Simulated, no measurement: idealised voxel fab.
The process module that follows is named voxel gate over fins.
Xsec cut, 140 nm wide, square cell size 5 nm.
Throughout this document, each cross-section is represented as a grid of square cells and is presented as a sequence of bands enumerated from the top downward, where a band comprises one or more rows of cells. Quick guide to a band line: top height, bottom height (nm) up front; then every material left to right with its width in nm. Only one material and it's marked "full width"? Then it fills the band edge to edge. And "empty" just means empty space. Heads up on the height convention: 0 is the point under which the incoming wafer is all one material, and the lowest band has no bottom, it just keeps going down, like "0 down". Width spec "30 to 40" -> top row of cells at first value, bottom row at second value, equal per-row change in between. "everything unchanged" (step): cross-section cells unchanged, all of them. Listed in "Sealed void list": every empty space of 8 or more cells without an open way to the top. Form: width x height at distance, the distance being from the left edge, all in nm. Post-settings text on a step line: simulator's own remark regarding the step. A step's line can hold "overlay nm"; with a mask on that step, the setting says how far right of the planned place the mask lay, while a negative setting says it lay to the left.

THESE ARE THE STEPS WE PLANNED FOR THE PROCESS
step 1: RECEIVE with material Si
step 2: CONFORMAL_DEP with material SiN, thk nm 5
step 3: PATTERN with tone cover, mask id FINS, material resist, width nm 15, pitch nm 45, thk nm 15, overlay nm 0
step 4: DIRECTIONAL_ETCH with etch materials SiN, depth nm 5
step 5: DIRECTIONAL_ETCH with etch materials Si, depth nm 30
step 6: STRIP with etch materials resist
step 7: OXIDIZE with depth nm 5
step 8: FILL_DEP with material SiO2, thk nm 15
step 9: CMP with height nm 5
step 10: SELECTIVE_ETCH with etch materials SiO2, depth nm 20
step 11: STRIP with etch materials SiN
step 12: CONFORMAL_DEP with material HfO2, thk nm 5
step 13: CONFORMAL_DEP with material TiN, thk nm 5
step 14: CONFORMAL_DEP with material TiAl, thk nm 5
step 15: CONFORMAL_DEP with material TiN, thk nm 5
step 16: FILL_DEP with material W, thk nm 15
step 17: CMP with height nm 30
step 18: CONFORMAL_DEP with material SiN, thk nm 5

THE CROSS-SECTION HERE SHOWS THE WAFER AS RECEIVED, I.E. IN ITS STATE AFTER STEP 1
    0 down = Si full width
    Sealed void list: none

WAFER CROSS-SECTION AT MODULE END: FIRST OF TWO, RUN TO PLAN
    35 to 30 = SiN full width
    30 to 20 = W full width
    20 to 15 = 25 W | 90 TiN | 25 W
    15 to 10 = 25 W | 5 TiN | 35 TiAl | 10 TiN | 35 TiAl | 5 TiN | 25 W
    10 to 5 = 25 W | 5 TiN | 5 TiAl | 25 TiN | 5 TiAl | 10 TiN | 5 TiAl | 25 TiN | 5 TiAl | 5 TiN | 25 W
    5 to 0 = 30 TiN | 5 TiAl | 5 TiN | 15 HfO2 | 5 TiN | 5 TiAl | 10 TiN | 5 TiAl | 5 TiN | 15 HfO2 | 5 TiN | 5 TiAl | 30 TiN
    0 to -5 = 35 TiAl | 5 TiN | 5 HfO2 | 5 Si | 5 HfO2 | 5 TiN | 20 TiAl | 5 TiN | 5 HfO2 | 5 Si | 5 HfO2 | 5 TiN | 35 TiAl
    -5 to -10 = 40 TiN | 5 HfO2 | 5 Si | 5 HfO2 | 30 TiN | 5 HfO2 | 5 Si | 5 HfO2 | 40 TiN
    -10 to -15 = 45 HfO2 | 5 Si | 40 HfO2 | 5 Si | 45 HfO2
    -15 to -35 = 45 SiO2 | 5 Si | 40 SiO2 | 5 Si | 45 SiO2
    -35 down = Si full width
    Sealed void list: none

SO THIS IS WAFER NUMBER TWO OF THE TWO, CUT AT THE END OF THE MODULE - IT STARTED WHERE THE FIRST DID AND HAD THE SAME PLAN, WE JUST GOT ONE THING WRONG RUNNING IT
    35 to 30 = SiN full width
    30 to 20 = W full width
    20 to 15 = 25 W | 90 TiN | 25 W
    15 to 10 = 25 W | 5 TiN | 35 TiAl | 10 TiN | 35 TiAl | 5 TiN | 25 W
    10 to 5 = 25 W | 5 TiN | 5 TiAl | 25 HfO2 | 5 TiAl | 10 TiN | 5 TiAl | 25 HfO2 | 5 TiAl | 5 TiN | 25 W
    5 to 0 = 30 TiN | 5 TiAl | 5 HfO2 | 15 TiN | 5 HfO2 | 5 TiAl | 10 TiN | 5 TiAl | 5 HfO2 | 15 TiN | 5 HfO2 | 5 TiAl | 30 TiN
    0 to -5 = 35 TiAl | 5 HfO2 | 5 TiN | 5 Si | 5 TiN | 5 HfO2 | 20 TiAl | 5 HfO2 | 5 TiN | 5 Si | 5 TiN | 5 HfO2 | 35 TiAl
    -5 to -10 = 40 HfO2 | 5 TiN | 5 Si | 5 TiN | 30 HfO2 | 5 TiN | 5 Si | 5 TiN | 40 HfO2
    -10 to -15 = 45 TiN | 5 Si | 40 TiN | 5 Si | 45 TiN
    -15 to -35 = 45 SiO2 | 5 Si | 40 SiO2 | 5 Si | 45 SiO2
    -35 down = Si full width
    Sealed void list: none
It is concluded that the wafer was processed incorrectly with respect to the plan, in that steps 12 and 13 of the plan were run in the wrong order, each in the other's place
Upon completion, the cell count for each material on the second wafer equals that on the first, whereas the spatial distribution of those cells differs.
